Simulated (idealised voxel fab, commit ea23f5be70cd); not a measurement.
voxel lift off: a process module
FYI the section here is cut, 250 nm wide, cells are 5 nm squares.
We lay out every cross-section as a grid of square cells and spell it out in bands from the top down, where one band means one or more rows of cells.
Top, bottom (nm), then materials left to right with widths (nm); lone material tagged "all across" fills the whole band edge to edge; "air" = empty space.
We count height from 0. Below that, the starting wafer is all one material. The lowest band never ends at the bottom but goes on down; see "0 down" for how that is written.
The width entry "30 to 40" should be interpreted row by row: the top row of cells in the band takes the first number, the bottom row takes the second number, and the change between adjacent rows is uniform throughout.
What does "left unchanged" mean for a step? It means no cell of the cross-section changed in that step.
The list in "Closed void register" covers empty spaces of 8 cells or more that cannot reach the top through any open way, and it gives each as width x height at distance; the distance is from the left edge, and width, height and distance are in nm.
Past the settings on a step's line: simulator remark, on that step.
A step's line can hold "overlay nm"; with a mask on that step, the setting says how far right of the planned place the mask lay, while a negative setting says it lay to the left.

## The steps planned for the process are as follows
1,RECEIVE, material Si
2,CONFORMAL_DEP, material SiO2, thk nm 15
3,PATTERN, tone open, mask id LINES, material resist, width nm 30, pitch nm 55, thk nm 30, overlay nm 0
4,DIRECTIONAL_DEP, material Ru, thk nm 15
5,STRIP, etch materials resist
6,CONFORMAL_DEP, material SiO2, thk nm 10

## Cross-sectional view of the wafer in its as-received condition, corresponding to the state after step 1
  0 down = Si all across
  Closed void register: none

## Figure: cross-sectional view of the wafer upon completion of the module, processed from the initial state and according to the plan depicted above, with one error introduced during execution
  40 to 25 = air (70) / SiO2 (50) / air (5) / SiO2 (50) / air (75)
  25 to 0 = SiO2 all across
  0 down = Si all across
  Closed void register: none
What was done differently from what was planned? step 4 ran with different settings than intended, the actual operation and settings being DIRECTIONAL_DEP, material SiO2, thk nm 15
